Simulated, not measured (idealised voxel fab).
The following process module bears the name voxel wiring stack.
The cross-section on display is named cut; it measures 215 nm wide, and its cells are 5 nm squares.
We lay out every cross-section as a grid of square cells and spell it out in bands from the top down, where one band means one or more rows of cells.
Heads up on the band format: heights come first, top then bottom, in nm. After that it's the materials left to right, each with its width in nm. A single material flagged "throughout" fills the whole band edge to edge, and "blank" means there's empty space there.
A quick word on heights: they are counted from 0, and under that level the wafer as it came to us is one material throughout. The lowest band is different from the rest in having no bottom; it simply continues downward, written as in "0 and below".
Graded width ("30->40"): value in top row of band = first number; value in bottom row = second number; row-to-row change constant.
"remained the same", as given for a step, is the statement that not any cell of the cross-section underwent a change during that step.
In "Entrapped voids" the enclosed voids are listed, meaning empty spaces of 8 cells or larger without any opening to the top. The form is width x height at distance, distance from the left edge, units nm.
If you see something after the settings on a step's line, that's the simulator's own remark about that step.
overlay nm: how far to the right of its planned place the mask lay on this masked step (negative: to the left).
Quick note on how to read the rest: it's all pairs. You get the cross-section before a process step and the one after, but the after one only goes down as far as the lowest band that changed. The step in between, with its settings, sits under the pair. Heads up, the pairs can come from different runs of this module on the same starting wafer, so don't assume a pair picks up from the one above unless its "State before step" entry says it does.
State before step:
> 100 down to 90 = 70 of lowk; 15 of blank; 35 of lowk; 15 of blank; 80 of lowk
> 90 down to 85 = SiCN throughout
> 85 down to 70 = 70 of SiO2; 25 of Ru; 25 of SiO2; 25 of Ru; 70 of SiO2
> 70 down to 65 = 70 of SiO2; 25 of TiN; 25 of SiO2; 25 of TiN; 70 of SiO2
> 65 down to 45 = 50 of SiO2; 105 of Ru; 60 of SiO2
> 45 down to 40 = 70 of SiCN; 15 of Ru; 35 of SiCN; 15 of Ru; 80 of SiCN
> 40 down to 20 = 70 of SiO2; 25 of Ru; 25 of SiO2; 25 of Ru; 70 of SiO2
> 20 down to 15 = 70 of SiO2; 25 of TiN; 25 of SiO2; 25 of TiN; 70 of SiO2
> 15 down to 0 = SiO2 throughout
> 0 and below = Si throughout
> Entrapped voids: none
Resulting Cross-Section:
> 100 down to 90 = 70 of lowk; 15 of blank; 35 of lowk; 15 of blank; 80 of lowk
> 90 down to 85 = 70 of SiCN; 15 of blank; 35 of SiCN; 15 of blank; 80 of SiCN
> Under the height 85 nothing was changed.
> Entrapped voids: none
Between the cross-sections above, the step performed was MASKED_ETCH | tone open | mask id PLUG_2 | width nm 15 | pitch nm 50 | etch materials SiCN | depth nm 5 | overlay nm 0
State before step: This step starts from the configuration shown after the step in the pair immediately above.
Resulting Cross-Section:
> 105 down to 100 = 75 of TiN; 5 of blank; 45 of TiN; 5 of blank; 85 of TiN
> 100 down to 90 = 70 of lowk; 5 of TiN; 5 of blank; 5 of TiN; 35 of lowk; 5 of TiN; 5 of blank; 5 of TiN; 80 of lowk
> 90 down to 85 = 70 of SiCN; 15 of TiN; 35 of SiCN; 15 of TiN; 80 of SiCN
> Under the height 85 nothing was changed.
> Entrapped voids: none
Between the cross-sections above, the step performed was CONFORMAL_DEP | material TiN | thk nm 5
State before step: This step starts from the configuration shown after the step in the pair immediately above.
Resulting Cross-Section:
> 110 down to 105 = W throughout
> 105 down to 100 = 75 of TiN; 5 of W; 45 of TiN; 5 of W; 85 of TiN
> 100 down to 90 = 70 of lowk; 5 of TiN; 5 of W; 5 of TiN; 35 of lowk; 5 of TiN; 5 of W; 5 of TiN; 80 of lowk
> Under the height 90 nothing was changed.
> Entrapped voids: none
Between the cross-sections above, the step performed was FILL_DEP | material W | thk nm 5
State before step: This step starts from the configuration shown after the step in the pair immediately above.
Resulting Cross-Section:
> 100 down to 90 = 70 of lowk; 5 of TiN; 5 of W; 5 of TiN; 35 of lowk; 5 of TiN; 5 of W; 5 of TiN; 80 of lowk
> Under the height 90 nothing was changed.
> Entrapped voids: none
Between the cross-sections above, the step performed was CMP | height nm 100
State before step: This step starts from the configuration shown after the step in the pair immediately above.
Resulting Cross-Section:
> 105 down to 100 = SiN throughout
> Under the height 100 nothing was changed.
> Entrapped voids: none
Between the cross-sections above, the step performed was CONFORMAL_DEP | material SiN | thk nm 5
State before step: This step starts from the configuration shown after the step in the pair immediately above.
Resulting Cross-Section:
> 130 down to 105 = SiO2 throughout
> Under the height 105 nothing was changed.
> Entrapped voids: none
Between the cross-sections above, the step performed was DIRECTIONAL_DEP | material SiO2 | thk nm 25
State before step: This step starts from the configuration shown after the step in the pair immediately above.
Resulting Cross-Section:
> 150 down to 130 = 70 of resist; 25 of blank; 25 of resist; 25 of blank; 70 of resist
> Under the height 130 nothing was changed.
> Entrapped voids: none
Between the cross-sections above, the step performed was PATTERN | tone open | mask id METAL_3 | material resist | width nm 25 | pitch nm 50 | thk nm 20 | overlay nm 0
State before step: This step starts from the configuration shown after the step in the pair immediately above.
Resulting Cross-Section:
> 150 down to 130 = 70 of resist; 25 of blank; 25 of resist; 25 of blank; 70 of resist
> 130 down to 105 = 70 of SiO2; 25 of blank; 25 of SiO2; 25 of blank; 70 of SiO2
> Under the height 105 nothing was changed.
> Entrapped voids: none
Between the cross-sections above, the step performed was DIRECTIONAL_ETCH | etch materials SiO2 | depth nm 25
State before step: This step starts from the configuration shown after the step in the pair immediately above.
Resulting Cross-Section:
> 150 down to 130 = 70 of resist; 25 of blank; 25 of resist; 25 of blank; 70 of resist
> 130 down to 105 = 70 of SiO2; 25 of blank; 25 of SiO2; 25 of blank; 70 of SiO2
> 105 down to 100 = 70 of SiN; 25 of blank; 25 of SiN; 25 of blank; 70 of SiN
> Under the height 100 nothing was changed.
> Entrapped voids: none
Between the cross-sections above, the step performed was DIRECTIONAL_ETCH | etch materials SiN | depth nm 5
State before step: This step starts from the configuration shown after the step in the pair immediately above.
Resulting Cross-Section:
> 130 down to 105 = 70 of SiO2; 25 of blank; 25 of SiO2; 25 of blank; 70 of SiO2
> Under the height 105 nothing was changed.
> Entrapped voids: none
Between the cross-sections above, the step performed was STRIP | etch materials resist
State before step: This step starts from the configuration shown after the step in the pair immediately above.
Resulting Cross-Section:
> 135 down to 130 = 75 of TiN; 15 of blank; 35 of TiN; 15 of blank; 75 of TiN
> 130 down to 105 = 70 of SiO2; 5 of TiN; 15 of blank; 5 of TiN; 25 of SiO2; 5 of TiN; 15 of blank; 5 of TiN; 70 of SiO2
> 105 down to 100 = 70 of SiN; 25 of TiN; 25 of SiN; 25 of TiN; 70 of SiN
> Under the height 100 nothing was changed.
> Entrapped voids: none
Between the cross-sections above, the step performed was CONFORMAL_DEP | material TiN | thk nm 5
State before step: This step starts from the configuration shown after the step in the pair immediately above.
Resulting Cross-Section:
> 140 down to 135 = Cu throughout
> 135 down to 130 = 75 of TiN; 15 of Cu; 35 of TiN; 15 of Cu; 75 of TiN
> 130 down to 105 = 70 of SiO2; 5 of TiN; 15 of Cu; 5 of TiN; 25 of SiO2; 5 of TiN; 15 of Cu; 5 of TiN; 70 of SiO2
> Under the height 105 nothing was changed.
> Entrapped voids: none
Between the cross-sections above, the step performed was FILL_DEP | material Cu | thk nm 5
State before step: This step starts from the configuration shown after the step in the pair immediately above.
Resulting Cross-Section:
> 130 down to 105 = 70 of SiO2; 5 of TiN; 15 of Cu; 5 of TiN; 25 of SiO2; 5 of TiN; 15 of Cu; 5 of TiN; 70 of SiO2
> Under the height 105 nothing was changed.
> Entrapped voids: none
Between the cross-sections above, the step performed was CMP | height nm 130
State before step: This step starts from the configuration shown after the step in the pair immediately above.
Resulting Cross-Section:
> 135 down to 130 = SiCN throughout
> Under the height 130 nothing was changed.
> Entrapped voids: none
Between the cross-sections above, the step performed was CONFORMAL_DEP | material SiCN | thk nm 5
State before step: This step starts from the configuration shown after the step in the pair immediately above.
Resulting Cross-Section:
> 155 down to 135 = SiO2 throughout
> Under the height 135 nothing was changed.
> Entrapped voids: none
Between the cross-sections above, the step performed was DIRECTIONAL_DEP | material SiO2 | thk nm 20
State before step: This step starts from the configuration shown after the step in the pair immediately above.
Resulting Cross-Section:
> 155 down to 135 = 70 of SiO2; 15 of blank; 130 of SiO2
> Under the height 135 nothing was changed.
> Entrapped voids: none
Between the cross-sections above, the step performed was MASKED_ETCH | tone open | mask id PLUG_3 | width nm 15 | etch materials SiO2 | depth nm 20 | overlay nm 0
State before step: This step starts from the configuration shown after the step in the pair immediately above.
Resulting Cross-Section:
> 155 down to 135 = 70 of SiO2; 15 of blank; 130 of SiO2
> 135 down to 130 = 70 of SiCN; 15 of blank; 130 of SiCN
> Under the height 130 nothing was changed.
> Entrapped voids: none
Between the cross-sections above, the step performed was MASKED_ETCH | tone open | mask id PLUG_3 | width nm 15 | etch materials SiCN | depth nm 5 | overlay nm 0
State before step: This step starts from the configuration shown after the step in the pair immediately above.
Resulting Cross-Section:
> 155 down to 140 = 70 of SiO2; 15 of blank; 130 of SiO2
> 140 down to 135 = 70 of SiO2; 15 of Ru; 130 of SiO2
> 135 down to 130 = 70 of SiCN; 15 of Ru; 130 of SiCN
> Under the height 130 nothing was changed.
> Entrapped voids: none
Between the cross-sections above, the step performed was EPI | material Ru | thk nm 10
State before step: This step starts from the configuration shown after the step in the pair immediately above.
Resulting Cross-Section:
> 155 down to 150 = 70 of SiO2; 15 of blank; 130 of SiO2
> 150 down to 135 = 70 of SiO2; 15 of Ru; 130 of SiO2
> Under the height 135 nothing was changed.
> Entrapped voids: none
Between the cross-sections above, the step performed was EPI | material Ru | thk nm 10
State before step: This step starts from the configuration shown after the step in the pair immediately above.
Resulting Cross-Section:
> 155 down to 135 = 70 of SiO2; 15 of Ru; 130 of SiO2
> Under the height 135 nothing was changed.
> Entrapped voids: none
Between the cross-sections above, the step performed was EPI | material Ru | thk nm 5
State before step: This step starts from the configuration shown after the step in the pair immediately above.
Resulting Cross-Section:
> 160 down to 155 = SiCN throughout
> Under the height 155 nothing was changed.
> Entrapped voids: none
Between the cross-sections above, the step performed was CONFORMAL_DEP | material SiCN | thk nm 5
State before step: This step starts from the configuration shown after the step in the pair immediately above.
Resulting Cross-Section:
> 185 down to 160 = lowk throughout
> Under the height 160 nothing was changed.
> Entrapped voids: none
Between the cross-sections above, the step performed was DIRECTIONAL_DEP | material lowk | thk nm 25
State before step: This step starts from the configuration shown after the step in the pair immediately above.
Resulting Cross-Section:
> 185 down to 160 = 70 of lowk; 25 of blank; 25 of lowk; 25 of blank; 70 of lowk
> Under the height 160 nothing was changed.
> Entrapped voids: none
Between the cross-sections above, the step performed was MASKED_ETCH | tone open | mask id METAL_4 | width nm 25 | pitch nm 50 | etch materials lowk | depth nm 25 | overlay nm 0
State before step: This step starts from the configuration shown after the step in the pair immediately above.
Resulting Cross-Section:
> 185 down to 160 = 70 of lowk; 25 of blank; 25 of lowk; 25 of blank; 70 of lowk
> 160 down to 155 = 70 of SiCN; 25 of blank; 25 of SiCN; 25 of blank; 70 of SiCN
> Under the height 155 nothing was changed.
> Entrapped voids: none
Between the cross-sections above, the step performed was MASKED_ETCH | tone open | mask id METAL_4 | width nm 25 | pitch nm 50 | etch materials SiCN | depth nm 5 | overlay nm 0
State before step: This step starts from the configuration shown after the step in the pair immediately above.
Resulting Cross-Section:
> 190 down to 185 = 75 of TiN; 15 of blank; 35 of TiN; 15 of blank; 75 of TiN
> 185 down to 160 = 70 of lowk; 5 of TiN; 15 of blank; 5 of TiN; 25 of lowk; 5 of TiN; 15 of blank; 5 of TiN; 70 of lowk
> 160 down to 155 = 70 of SiCN; 25 of TiN; 25 of SiCN; 25 of TiN; 70 of SiCN
> Under the height 155 nothing was changed.
> Entrapped voids: none
Between the cross-sections above, the step performed was CONFORMAL_DEP | material TiN | thk nm 5
State before step: This step starts from the configuration shown after the step in the pair immediately above.
Resulting Cross-Section:
> 200 down to 190 = Cu throughout
> 190 down to 185 = 75 of TiN; 15 of Cu; 35 of TiN; 15 of Cu; 75 of TiN
> 185 down to 160 = 70 of lowk; 5 of TiN; 15 of Cu; 5 of TiN; 25 of lowk; 5 of TiN; 15 of Cu; 5 of TiN; 70 of lowk
> Under the height 160 nothing was changed.
> Entrapped voids: none
Between the cross-sections above, the step performed was FILL_DEP | material Cu | thk nm 10
State before step: This step starts from the configuration shown after the step in the pair immediately above.
Resulting Cross-Section:
> 185 down to 160 = 70 of lowk; 5 of TiN; 15 of Cu; 5 of TiN; 25 of lowk; 5 of TiN; 15 of Cu; 5 of TiN; 70 of lowk
> Under the height 160 nothing was changed.
> Entrapped voids: none
Between the cross-sections above, the step performed was CMP | height nm 185
State before step: This step starts from the configuration shown after the step in the pair immediately above.
Resulting Cross-Section:
> 190 down to 185 = SiN throughout
> Under the height 185 nothing was changed.
> Entrapped voids: none
Between the cross-sections above, the step performed was CONFORMAL_DEP | material SiN | thk nm 5
State before step:
> 65 down to 60 = 70 of SiO2; 15 of blank; 35 of SiO2; 15 of blank; 80 of SiO2
> 60 down to 45 = 70 of SiO2; 15 of Ru; 35 of SiO2; 15 of Ru; 80 of SiO2
> 45 down to 40 = 70 of SiCN; 15 of Ru; 35 of SiCN; 15 of Ru; 80 of SiCN
> 40 down to 20 = 70 of SiO2; 25 of Ru; 25 of SiO2; 25 of Ru; 70 of SiO2
> 20 down to 15 = 70 of SiO2; 25 of TiN; 25 of SiO2; 25 of TiN; 70 of SiO2
> 15 down to 0 = SiO2 throughout
> 0 and below = Si throughout
> Entrapped voids: none
Resulting Cross-Section:
> 70 down to 65 = 65 of blank; 25 of Ru; 25 of blank; 25 of Ru; 75 of blank
> 65 down to 45 = 70 of SiO2; 15 of Ru; 35 of SiO2; 15 of Ru; 80 of SiO2
> Under the height 45 nothing was changed.
> Entrapped voids: none
Between the cross-sections above, the step performed was EPI | material Ru | thk nm 10
State before step: This step starts from the configuration shown after the step in the pair immediately above.
Resulting Cross-Section:
> 75 down to 65 = 60 of blank; 35 of Ru; 15 of blank; 35 of Ru; 70 of blank
> Under the height 65 nothing was changed.
> Entrapped voids: none
Between the cross-sections above, the step performed was EPI | material Ru | thk nm 5
State before step: This step starts from the configuration shown after the step in the pair immediately above.
Resulting Cross-Section:
> 80 down to 75 = 60 of blank; 35 of TiN; 15 of blank; 35 of TiN; 70 of blank
> 75 down to 70 = 60 of blank; 35 of Ru; 15 of blank; 35 of Ru; 70 of blank
> 70 down to 65 = 60 of TiN; 35 of Ru; 15 of TiN; 35 of Ru; 70 of TiN
> Under the height 65 nothing was changed.
> Entrapped voids: none
Between the cross-sections above, the step performed was DIRECTIONAL_DEP | material TiN | thk nm 5
State before step: This step starts from the configuration shown after the step in the pair immediately above.
Resulting Cross-Section:
> 95 down to 85 = 60 of blank; 35 of Ru; 15 of blank; 35 of Ru; 70 of blank
> 85 down to 80 = Ru throughout
> 80 down to 75 = 60 of Ru; 35 of TiN; 15 of Ru; 35 of TiN; 70 of Ru
> 75 down to 70 = Ru throughout
> Under the height 70 nothing was changed.
> Entrapped voids: none
Between the cross-sections above, the step performed was DIRECTIONAL_DEP | material Ru | thk nm 15
State before step: This step starts from the configuration shown after the step in the pair immediately above.
Resulting Cross-Section:
> 105 down to 95 = 60 of blank; 35 of aC; 15 of blank; 35 of aC; 70 of blank
> 95 down to 85 = 60 of aC; 35 of Ru; 15 of aC; 35 of Ru; 70 of aC
> Under the height 85 nothing was changed.
> Entrapped voids: none
Between the cross-sections above, the step performed was DIRECTIONAL_DEP | material aC | thk nm 10
State before step: This step starts from the configuration shown after the step in the pair immediately above.
Resulting Cross-Section:
> 135 down to 105 = 70 of blank; 25 of resist; 25 of blank; 25 of resist; 70 of blank
> Under the height 105 nothing was changed.
> Entrapped voids: none
Between the cross-sections above, the step performed was PATTERN | tone cover | mask id METAL_2 | material resist | width nm 25 | pitch nm 50 | thk nm 30 | overlay nm 0
State before step: This step starts from the configuration shown after the step in the pair immediately above.
Resulting Cross-Section:
> 125 down to 105 = 70 of blank; 25 of resist; 25 of blank; 25 of resist; 70 of blank
> 105 down to 95 = 70 of blank; 25 of aC; 25 of blank; 25 of aC; 70 of blank
> 95 down to 85 = 60 of blank; 35 of Ru; 15 of blank; 35 of Ru; 70 of blank
> Under the height 85 nothing was changed.
> Entrapped voids: none
Between the cross-sections above, the step performed was DIRECTIONAL_ETCH | etch materials aC | depth nm 10
State before step: This step starts from the configuration shown after the step in the pair immediately above.
Resulting Cross-Section:
> 105 down to 95 = 70 of blank; 25 of aC; 25 of blank; 25 of aC; 70 of blank
> Under the height 95 nothing was changed.
> Entrapped voids: none
Between the cross-sections above, the step performed was STRIP | etch materials resist
State before step: This step starts from the configuration shown after the step in the pair immediately above.
Resulting Cross-Section:
> 105 down to 95 = 70 of blank; 25 of aC; 25 of blank; 25 of aC; 70 of blank
> 95 down to 80 = 70 of blank; 25 of Ru; 25 of blank; 25 of Ru; 70 of blank
> 80 down to 75 = 60 of blank; 35 of TiN; 15 of blank; 35 of TiN; 70 of blank
> 75 down to 70 = 60 of blank; 35 of Ru; 15 of blank; 35 of Ru; 70 of blank
> Under the height 70 nothing was changed.
> Entrapped voids: none
Between the cross-sections above, the step performed was DIRECTIONAL_ETCH | etch materials Ru | depth nm 15
State before step: This step starts from the configuration shown after the step in the pair immediately above.
Resulting Cross-Section:
> 105 down to 95 = 70 of blank; 25 of aC; 25 of blank; 25 of aC; 70 of blank
> 95 down to 80 = 70 of blank; 25 of Ru; 25 of blank; 25 of Ru; 70 of blank
> 80 down to 75 = 70 of blank; 25 of TiN; 25 of blank; 25 of TiN; 70 of blank
> 75 down to 65 = 60 of blank; 35 of Ru; 15 of blank; 35 of Ru; 70 of blank
> Under the height 65 nothing was changed.
> Entrapped voids: none
Between the cross-sections above, the step performed was DIRECTIONAL_ETCH | etch materials TiN | depth nm 5
State before step: This step starts from the configuration shown after the step in the pair immediately above.
Resulting Cross-Section:
> 95 down to 80 = 70 of blank; 25 of Ru; 25 of blank; 25 of Ru; 70 of blank
> Under the height 80 nothing was changed.
> Entrapped voids: none
Between the cross-sections above, the step performed was STRIP | etch materials aC
State before step: This step starts from the configuration shown after the step in the pair immediately above.
Resulting Cross-Section:
> 100 down to 95 = SiO2 throughout
> 95 down to 80 = 70 of SiO2; 25 of Ru; 25 of SiO2; 25 of Ru; 70 of SiO2
> 80 down to 75 = 70 of SiO2; 25 of TiN; 25 of SiO2; 25 of TiN; 70 of SiO2
> 75 down to 65 = 60 of SiO2; 35 of Ru; 15 of SiO2; 35 of Ru; 70 of SiO2
> Under the height 65 nothing was changed.
> Entrapped voids: none
Between the cross-sections above, the step performed was FILL_DEP | material SiO2 | thk nm 5
State before step: This step starts from the configuration shown after the step in the pair immediately above.
Resulting Cross-Section:
> 85 down to 80 = 70 of SiO2; 25 of Ru; 25 of SiO2; 25 of Ru; 70 of SiO2
> Under the height 80 nothing was changed.
> Entrapped voids: none
Between the cross-sections above, the step performed was CMP | height nm 85
State before step: This step starts from the configuration shown after the step in the pair immediately above.
Resulting Cross-Section:
> 90 down to 85 = SiCN throughout
> Under the height 85 nothing was changed.
> Entrapped voids: none
Between the cross-sections above, the step performed was CONFORMAL_DEP | material SiCN | thk nm 5
State before step: This step starts from the configuration shown after the step in the pair immediately above.
Resulting Cross-Section:
> 100 down to 90 = lowk throughout
> Under the height 90 nothing was changed.
> Entrapped voids: none
Between the cross-sections above, the step performed was DIRECTIONAL_DEP | material lowk | thk nm 10
State before step: This step starts from the configuration shown after the step in the pair immediately above.
Resulting Cross-Section:
> 100 down to 90 = 70 of lowk; 15 of blank; 35 of lowk; 15 of blank; 80 of lowk
> Under the height 90 nothing was changed.
> Entrapped voids: none
Between the cross-sections above, the step performed was MASKED_ETCH | tone open | mask id PLUG_2 | width nm 15 | pitch nm 50 | etch materials lowk | depth nm 10 | overlay nm 0
State before step: This step starts from the configuration shown after the step in the pair immediately above.
Resulting Cross-Section:
> 100 down to 90 = 70 of lowk; 15 of blank; 35 of lowk; 15 of blank; 80 of lowk
> 90 down to 85 = 70 of SiCN; 15 of blank; 35 of SiCN; 15 of blank; 80 of SiCN
> Under the height 85 nothing was changed.
> Entrapped voids: none
Between the cross-sections above, the step performed was MASKED_ETCH | tone open | mask id PLUG_2 | width nm 15 | pitch nm 50 | etch materials SiCN | depth nm 5 | overlay nm 0
State before step: This step starts from the configuration shown after the step in the pair immediately above.
Resulting Cross-Section:
> 105 down to 100 = 75 of TiN; 5 of blank; 45 of TiN; 5 of blank; 85 of TiN
> 100 down to 90 = 70 of lowk; 5 of TiN; 5 of blank; 5 of TiN; 35 of lowk; 5 of TiN; 5 of blank; 5 of TiN; 80 of lowk
> 90 down to 85 = 70 of SiCN; 15 of TiN; 35 of SiCN; 15 of TiN; 80 of SiCN
> Under the height 85 nothing was changed.
> Entrapped voids: none
Between the cross-sections above, the step performed was CONFORMAL_DEP | material TiN | thk nm 5
State before step: This step starts from the configuration shown after the step in the pair immediately above.
Resulting Cross-Section:
> 110 down to 105 = W throughout
> 105 down to 100 = 75 of TiN; 5 of W; 45 of TiN; 5 of W; 85 of TiN
> 100 down to 90 = 70 of lowk; 5 of TiN; 5 of W; 5 of TiN; 35 of lowk; 5 of TiN; 5 of W; 5 of TiN; 80 of lowk
> Under the height 90 nothing was changed.
> Entrapped voids: none
Between the cross-sections above, the step performed was FILL_DEP | material W | thk nm 5
State before step: This step starts from the configuration shown after the step in the pair immediately above.
Resulting Cross-Section:
> 100 down to 90 = 70 of lowk; 5 of TiN; 5 of W; 5 of TiN; 35 of lowk; 5 of TiN; 5 of W; 5 of TiN; 80 of lowk
> Under the height 90 nothing was changed.
> Entrapped voids: none
Between the cross-sections above, the step performed was CMP | height nm 100
State before step: This step starts from the configuration shown after the step in the pair immediately above.
Resulting Cross-Section:
> 105 down to 100 = SiN throughout
> Under the height 100 nothing was changed.
> Entrapped voids: none
Between the cross-sections above, the step performed was CONFORMAL_DEP | material SiN | thk nm 5
State before step: This step starts from the configuration shown after the step in the pair immediately above.
Resulting Cross-Section:
> 130 down to 105 = SiO2 throughout
> Under the height 105 nothing was changed.
> Entrapped voids: none
Between the cross-sections above, the step performed was DIRECTIONAL_DEP | material SiO2 | thk nm 25
State before step: This step starts from the configuration shown after the step in the pair immediately above.
Resulting Cross-Section:
> 150 down to 130 = 70 of resist; 25 of blank; 25 of resist; 25 of blank; 70 of resist
> Under the height 130 nothing was changed.
> Entrapped voids: none
Between the cross-sections above, the step performed was PATTERN | tone open | mask id METAL_3 | material resist | width nm 25 | pitch nm 50 | thk nm 20 | overlay nm 0
State before step: This step starts from the configuration shown after the step in the pair immediately above.
Resulting Cross-Section:
> 150 down to 130 = 70 of resist; 25 of blank; 25 of resist; 25 of blank; 70 of resist
> 130 down to 105 = 70 of SiO2; 25 of blank; 25 of SiO2; 25 of blank; 70 of SiO2
> Under the height 105 nothing was changed.
> Entrapped voids: none
Between the cross-sections above, the step performed was DIRECTIONAL_ETCH | etch materials SiO2 | depth nm 25
State before step: This step starts from the configuration shown after the step in the pair immediately above.
Resulting Cross-Section:
> 150 down to 130 = 70 of resist; 25 of blank; 25 of resist; 25 of blank; 70 of resist
> 130 down to 105 = 70 of SiO2; 25 of blank; 25 of SiO2; 25 of blank; 70 of SiO2
> 105 down to 100 = 70 of SiN; 25 of blank; 25 of SiN; 25 of blank; 70 of SiN
> Under the height 100 nothing was changed.
> Entrapped voids: none
Between the cross-sections above, the step performed was DIRECTIONAL_ETCH | etch materials SiN | depth nm 5
State before step: This step starts from the configuration shown after the step in the pair immediately above.
Resulting Cross-Section:
> 130 down to 105 = 70 of SiO2; 25 of blank; 25 of SiO2; 25 of blank; 70 of SiO2
> Under the height 105 nothing was changed.
> Entrapped voids: none
Between the cross-sections above, the step performed was STRIP | etch materials resist
State before step: This step starts from the configuration shown after the step in the pair immediately above.
Resulting Cross-Section:
> 135 down to 130 = 75 of TiN; 15 of blank; 35 of TiN; 15 of blank; 75 of TiN
> 130 down to 105 = 70 of SiO2; 5 of TiN; 15 of blank; 5 of TiN; 25 of SiO2; 5 of TiN; 15 of blank; 5 of TiN; 70 of SiO2
> 105 down to 100 = 70 of SiN; 25 of TiN; 25 of SiN; 25 of TiN; 70 of SiN
> Under the height 100 nothing was changed.
> Entrapped voids: none
Between the cross-sections above, the step performed was CONFORMAL_DEP | material TiN | thk nm 5
State before step: This step starts from the configuration shown after the step in the pair immediately above.
Resulting Cross-Section:
> 140 down to 135 = Cu throughout
> 135 down to 130 = 75 of TiN; 15 of Cu; 35 of TiN; 15 of Cu; 75 of TiN
> 130 down to 105 = 70 of SiO2; 5 of TiN; 15 of Cu; 5 of TiN; 25 of SiO2; 5 of TiN; 15 of Cu; 5 of TiN; 70 of SiO2
> Under the height 105 nothing was changed.
> Entrapped voids: none
Between the cross-sections above, the step performed was FILL_DEP | material Cu | thk nm 5
State before step: This step starts from the configuration shown after the step in the pair immediately above.
Resulting Cross-Section:
> 130 down to 105 = 70 of SiO2; 5 of TiN; 15 of Cu; 5 of TiN; 25 of SiO2; 5 of TiN; 15 of Cu; 5 of TiN; 70 of SiO2
> Under the height 105 nothing was changed.
> Entrapped voids: none
Between the cross-sections above, the step performed was CMP | height nm 130
State before step: This step starts from the configuration shown after the step in the pair immediately above.
Resulting Cross-Section:
> 135 down to 130 = SiCN throughout
> Under the height 130 nothing was changed.
> Entrapped voids: none
Between the cross-sections above, the step performed was CONFORMAL_DEP | material SiCN | thk nm 5
State before step: This step starts from the configuration shown after the step in the pair immediately above.
Resulting Cross-Section:
> 155 down to 135 = SiO2 throughout
> Under the height 135 nothing was changed.
> Entrapped voids: none
Between the cross-sections above, the step performed was DIRECTIONAL_DEP | material SiO2 | thk nm 20
State before step: This step starts from the configuration shown after the step in the pair immediately above.
Resulting Cross-Section:
> 155 down to 135 = 70 of SiO2; 15 of blank; 130 of SiO2
> Under the height 135 nothing was changed.
> Entrapped voids: none
Between the cross-sections above, the step performed was MASKED_ETCH | tone open | mask id PLUG_3 | width nm 15 | etch materials SiO2 | depth nm 20 | overlay nm 0
State before step: This step starts from the configuration shown after the step in the pair immediately above.
Resulting Cross-Section:
> 155 down to 135 = 70 of SiO2; 15 of blank; 130 of SiO2
> 135 down to 130 = 70 of SiCN; 15 of blank; 130 of SiCN
> Under the height 130 nothing was changed.
> Entrapped voids: none
Between the cross-sections above, the step performed was MASKED_ETCH | tone open | mask id PLUG_3 | width nm 15 | etch materials SiCN | depth nm 5 | overlay nm 0
State before step: This step starts from the configuration shown after the step in the pair immediately above.
Resulting Cross-Section:
> 155 down to 140 = 70 of SiO2; 15 of blank; 130 of SiO2
> 140 down to 135 = 70 of SiO2; 15 of Ru; 130 of SiO2
> 135 down to 130 = 70 of SiCN; 15 of Ru; 130 of SiCN
> Under the height 130 nothing was changed.
> Entrapped voids: none
Between the cross-sections above, the step performed was EPI | material Ru | thk nm 10
State before step: This step starts from the configuration shown after the step in the pair immediately above.
Resulting Cross-Section:
> 155 down to 150 = 70 of SiO2; 15 of blank; 130 of SiO2
> 150 down to 135 = 70 of SiO2; 15 of Ru; 130 of SiO2
> Under the height 135 nothing was changed.
> Entrapped voids: none
Between the cross-sections above, the step performed was EPI | material Ru | thk nm 10
State before step: This step starts from the configuration shown after the step in the pair immediately above.
Resulting Cross-Section:
> 155 down to 135 = 70 of SiO2; 15 of Ru; 130 of SiO2
> Under the height 135 nothing was changed.
> Entrapped voids: none
Between the cross-sections above, the step performed was EPI | material Ru | thk nm 5
State before step: This step starts from the configuration shown after the step in the pair immediately above.
Resulting Cross-Section:
> 160 down to 155 = SiCN throughout
> Under the height 155 nothing was changed.
> Entrapped voids: none
Between the cross-sections above, the step performed was CONFORMAL_DEP | material SiCN | thk nm 5
State before step: This step starts from the configuration shown after the step in the pair immediately above.
Resulting Cross-Section:
> 185 down to 160 = lowk throughout
> Under the height 160 nothing was changed.
> Entrapped voids: none
Between the cross-sections above, the step performed was DIRECTIONAL_DEP | material lowk | thk nm 25
State before step: This step starts from the configuration shown after the step in the pair immediately above.
Resulting Cross-Section:
> 185 down to 160 = 70 of lowk; 25 of blank; 25 of lowk; 25 of blank; 70 of lowk
> Under the height 160 nothing was changed.
> Entrapped voids: none
Between the cross-sections above, the step performed was MASKED_ETCH | tone open | mask id METAL_4 | width nm 25 | pitch nm 50 | etch materials lowk | depth nm 25 | overlay nm 0
State before step: This step starts from the configuration shown after the step in the pair immediately above.
Resulting Cross-Section:
> 185 down to 160 = 70 of lowk; 25 of blank; 25 of lowk; 25 of blank; 70 of lowk
> 160 down to 155 = 70 of SiCN; 25 of blank; 25 of SiCN; 25 of blank; 70 of SiCN
> Under the height 155 nothing was changed.
> Entrapped voids: none
Between the cross-sections above, the step performed was MASKED_ETCH | tone open | mask id METAL_4 | width nm 25 | pitch nm 50 | etch materials SiCN | depth nm 5 | overlay nm 0
State before step: This step starts from the configuration shown after the step in the pair immediately above.
Resulting Cross-Section:
> 190 down to 185 = 75 of TiN; 15 of blank; 35 of TiN; 15 of blank; 75 of TiN
> 185 down to 160 = 70 of lowk; 5 of TiN; 15 of blank; 5 of TiN; 25 of lowk; 5 of TiN; 15 of blank; 5 of TiN; 70 of lowk
> 160 down to 155 = 70 of SiCN; 25 of TiN; 25 of SiCN; 25 of TiN; 70 of SiCN
> Under the height 155 nothing was changed.
> Entrapped voids: none
Between the cross-sections above, the step performed was CONFORMAL_DEP | material TiN | thk nm 5
State before step: This step starts from the configuration shown after the step in the pair immediately above.
Resulting Cross-Section:
> 200 down to 190 = Cu throughout
> 190 down to 185 = 75 of TiN; 15 of Cu; 35 of TiN; 15 of Cu; 75 of TiN
> 185 down to 160 = 70 of lowk; 5 of TiN; 15 of Cu; 5 of TiN; 25 of lowk; 5 of TiN; 15 of Cu; 5 of TiN; 70 of lowk
> Under the height 160 nothing was changed.
> Entrapped voids: none
Between the cross-sections above, the step performed was FILL_DEP | material Cu | thk nm 10
State before step: This step starts from the configuration shown after the step in the pair immediately above.
Resulting Cross-Section:
> 185 down to 160 = 70 of lowk; 5 of TiN; 15 of Cu; 5 of TiN; 25 of lowk; 5 of TiN; 15 of Cu; 5 of TiN; 70 of lowk
> Under the height 160 nothing was changed.
> Entrapped voids: none
Between the cross-sections above, the step performed was CMP | height nm 185
State before step: This step starts from the configuration shown after the step in the pair immediately above.
Resulting Cross-Section:
> 190 down to 185 = SiN throughout
> Under the height 185 nothing was changed.
> Entrapped voids: none
Between the cross-sections above, the step performed was CONFORMAL_DEP | material SiN | thk nm 5
